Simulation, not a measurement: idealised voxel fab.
Name of the process module below: voxel quadruple lines
Shown is cross-section cut, with a width of 215 nm and square cells of size 5 nm.
Cross-sections here: square-cell grids, written as top-down lists of bands, a band being one or more rows of cells. Look at the band entry: it leads with the top's height and the bottom's height in nm. Then it lists the materials left to right, with a width in nm for each. The word "full width" on a single material says that material fills the band edge to edge. The word "blank" is empty space. For the purposes of this specification, 0 denotes the height below which the wafer in its as-received condition is composed wholly of one material, and the lowermost band, lacking a lower limit, extends downward without end, as expressed in "0 nm and below". Width: "30 to 40" (first number = top row, second number = bottom row, same change from row to row of cells). Given "nothing different" for a step, no cell of the cross-section differs between before and after that step. "Closed cavities": empty spaces of 8 cells or more with no open way to the top, each given as width x height at distance, distance from the left edge, all in nm. Note: text after step settings on the step line = simulator remark on that step. The setting "overlay nm" may be written on the line of a step. When the step uses a mask, the value reports how far to the right of the planned place the mask lay, and a negative value reports that it lay to the left.

### Steps in the process plan
1,RECEIVE: material Si
2,CONFORMAL_DEP: material SiO2, thk nm 10
3,DIRECTIONAL_DEP: material Ru, thk nm 15
4,DIRECTIONAL_DEP: material polySi, thk nm 20
5,DIRECTIONAL_DEP: material aC, thk nm 25
6,PATTERN: tone cover, mask id MANDREL, material resist, width nm 20, pitch nm 60, thk nm 35, overlay nm 0
7,DIRECTIONAL_ETCH: etch materials aC, depth nm 25
8,STRIP: etch materials resist
9,CONFORMAL_DEP: material SiO2, thk nm 10
10,DIRECTIONAL_ETCH: etch materials SiO2, depth nm 10
11,STRIP: etch materials aC
12,DIRECTIONAL_ETCH: etch materials polySi, depth nm 20
13,STRIP: etch materials SiO2
14,CONFORMAL_DEP: material SiN, thk nm 5
15,DIRECTIONAL_ETCH: etch materials SiN, depth nm 5
16,STRIP: etch materials polySi
17,DIRECTIONAL_ETCH: etch materials Ru, depth nm 15
18,STRIP: etch materials SiN

### Wafer at receipt (post step 1), cross-section
* 0 nm and below: Si full width
* Closed cavities: none

### Look at the cross-section after the module: the wafer started out the way shown above and the plan was the one shown above, yet one mistake was made along the way
* 40 nm to 25 nm: blank=50, then Ru=5, then blank=10, then Ru=5, then blank=10, then Ru=5, then blank=10, then Ru=5, then blank=10, then Ru=5, then blank=10, then Ru=5, then blank=10, then Ru=5, then blank=10, then Ru=5, then blank=55
* 25 nm to 10 nm: Ru full width
* 10 nm to 0 nm: SiO2 full width
* 0 nm and below: Si full width
* Closed cavities: none
Heads up, the wafer didn't run the way we planned it: execution of plan step 3 occurred twice
